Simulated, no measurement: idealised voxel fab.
process module | voxel quadruple lines
cross-section cut | 275 nm wide | cells 5 nm
A cross-section is a grid of square cells, given in bands from the top down. A band is one or more rows of cells.
Each band's line starts with the height of the band's top and of its bottom, in nm. Then come its materials from left to right, each with its width in nm. One material with "throughout" fills the band from edge to edge. "air" is empty space.
Height 0 is the level under which the wafer as received is all one material. The lowest band goes on downwards, as in "0 down".
A width such as "30 to 40" changes by the same amount from each row of cells to the next, from the band's top row to its bottom row.
"no change" after a step means that no cell of the cross-section changed.
closed voids: empty space of 8 cells or more with no open way to the top, each as width x height at its distance from the left edge, in nm
after a step's settings: what the simulator itself notes on the step
overlay nm, on a step with a mask: how far to the right of its planned place the mask lay; to the left if negative
plan
1 op RECEIVE | material Si
2 op CONFORMAL_DEP | material SiO2 | thk nm 5
3 op DIRECTIONAL_DEP | material Ru | thk nm 15
4 op DIRECTIONAL_DEP | material polySi | thk nm 20
5 op DIRECTIONAL_DEP | material aC | thk nm 20
6 op PATTERN | tone cover | mask id MANDREL | material resist | width nm 20 | thk nm 30 | overlay nm 0
7 op DIRECTIONAL_ETCH | etch materials aC | depth nm 20
8 op STRIP | etch materials resist
9 op CONFORMAL_DEP | material SiO2 | thk nm 10
10 op DIRECTIONAL_ETCH | etch materials SiO2 | depth nm 10
11 op STRIP | etch materials aC
12 op DIRECTIONAL_ETCH | etch materials polySi | depth nm 20
13 op STRIP | etch materials SiO2
14 op CONFORMAL_DEP | material SiN | thk nm 10
15 op DIRECTIONAL_ETCH | etch materials SiN | depth nm 10
16 op STRIP | etch materials polySi
17 op DIRECTIONAL_ETCH | etch materials Ru | depth nm 15
18 op STRIP | etch materials SiN
varied across the wafers: width nm of step 6. The plan shows the first wafer's value. All wafers start alike
first wafer as received, after step 1
  0 down: Si throughout
  closed voids: none
first wafer at the end, after step 18
  20 to 5: air 105 | Ru 10 | air 10 | Ru 20 | air 10 | Ru 10 | air 110
  5 to 0: SiO2 throughout
  0 down: Si throughout
  closed voids: none
last wafer at the end
  20 to 5: air 95 | Ru 10 | air 10 | Ru 10 | air 25 | Ru 10 | air 10 | Ru 10 | air 95
  5 to 0: SiO2 throughout
  0 down: Si throughout
  closed voids: none
each wafer at the end: cells of each material gained (+) or lost (-) since it was received, then its closed voids
width nm 20 | +24 Ru | +55 SiO2 | closed voids: none
width nm 25 | +24 Ru | +55 SiO2 | closed voids: none
width nm 30 | +24 Ru | +55 SiO2 | closed voids: none
width nm 35 | +24 Ru | +55 SiO2 | closed voids: none
width nm 40 | +24 Ru | +55 SiO2 | closed voids: none
width nm 45 | +24 Ru | +55 SiO2 | closed voids: none
